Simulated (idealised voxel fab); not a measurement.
You're looking at the process module voxel trench capacitor.
Cross-section cut spans 185 nm and uses square cells 5 nm in size.
Cross-section = grid of square cells, listed top down in bands; band = one or more rows. Per band: top height and bottom height in nm, followed by the left-to-right materials and their widths in nm; "everywhere" marks a single material spanning edge to edge, "air" marks empty space. Height is counted from the level 0, under which the received wafer is composed throughout of one material. The lowest of the bands is not closed at the bottom but continues downward, in the notation "from 0 down". Quick explanation for "30 to 40": the width changes in equal steps down the rows of cells, from the first number in the band's top row to the second number in its bottom row. Any step labelled "all unchanged" changed none of the cells in the cross-section. So "Sealed void inventory" is basically the list of trapped voids: any empty space of 8 cells or more that can't reach the top through an opening. They're written width x height at distance, the distance being from the left edge, and it's all nm. Formally, on a step line, whatever follows the settings is a remark that the simulator itself makes on the step. If you see "overlay nm" on a step's line and that step has a mask, it's telling you how far right of where it was planned the mask ended up; a negative number means it went left instead.

So here's the lineup of process steps we planned:
1,RECEIVE [material Si]
2,CONFORMAL_DEP [material SiN] [thk nm 5]
3,PATTERN [tone open] [mask id TRENCH] [material resist] [width nm 30] [pitch nm 50] [thk nm 20] [overlay nm 0]
4,DIRECTIONAL_ETCH [etch materials SiN] [depth nm 5]
5,DIRECTIONAL_ETCH [etch materials Si] [depth nm 25]
6,STRIP [etch materials resist]
7,CONFORMAL_DEP [material Al2O3] [thk nm 5]
8,CONFORMAL_DEP [material TiN] [thk nm 5]
9,FILL_DEP [material W] [thk nm 10]
10,CMP [height nm 5]

Step 1 complete: cross-section of the wafer as received:
* from 0 down: Si everywhere
* Sealed void inventory: none

Cross-section taken at module completion on the first of two wafers; processed per the plan:
* from 5 to 0: SiN (25); Al2O3 (5); TiN (5); W (10); TiN (5); Al2O3 (5); SiN (20); Al2O3 (5); TiN (5); W (10); TiN (5); Al2O3 (5); SiN (20); Al2O3 (5); TiN (5); W (10); TiN (5); Al2O3 (5); SiN (30)
* from 0 to -15: Si (25); Al2O3 (5); TiN (5); W (10); TiN (5); Al2O3 (5); Si (20); Al2O3 (5); TiN (5); W (10); TiN (5); Al2O3 (5); Si (20); Al2O3 (5); TiN (5); W (10); TiN (5); Al2O3 (5); Si (30)
* from -15 to -20: Si (25); Al2O3 (5); TiN (20); Al2O3 (5); Si (20); Al2O3 (5); TiN (20); Al2O3 (5); Si (20); Al2O3 (5); TiN (20); Al2O3 (5); Si (30)
* from -20 to -25: Si (25); Al2O3 (30); Si (20); Al2O3 (30); Si (20); Al2O3 (30); Si (30)
* from -25 down: Si everywhere
* Sealed void inventory: none

End of module, second wafer, cross-section. Started like the first, planned like the first, run with one mistake:
* from 5 to 0: SiN (15); Al2O3 (5); TiN (5); W (10); TiN (5); Al2O3 (5); SiN (20); Al2O3 (5); TiN (5); W (10); TiN (5); Al2O3 (5); SiN (20); Al2O3 (5); TiN (5); W (10); TiN (5); Al2O3 (5); SiN (40)
* from 0 to -15: Si (15); Al2O3 (5); TiN (5); W (10); TiN (5); Al2O3 (5); Si (20); Al2O3 (5); TiN (5); W (10); TiN (5); Al2O3 (5); Si (20); Al2O3 (5); TiN (5); W (10); TiN (5); Al2O3 (5); Si (40)
* from -15 to -20: Si (15); Al2O3 (5); TiN (20); Al2O3 (5); Si (20); Al2O3 (5); TiN (20); Al2O3 (5); Si (20); Al2O3 (5); TiN (20); Al2O3 (5); Si (40)
* from -20 to -25: Si (15); Al2O3 (30); Si (20); Al2O3 (30); Si (20); Al2O3 (30); Si (40)
* from -25 down: Si everywhere
* Sealed void inventory: none
Misprocessing identified: so step 3 ended up running with a different setting than we planned, it ran as PATTERN [tone open] [mask id TRENCH] [material resist] [width nm 30] [pitch nm 50] [thk nm 20] [overlay nm -10]
at the end the second wafer has, in cells: as many of each material as the first, in other places
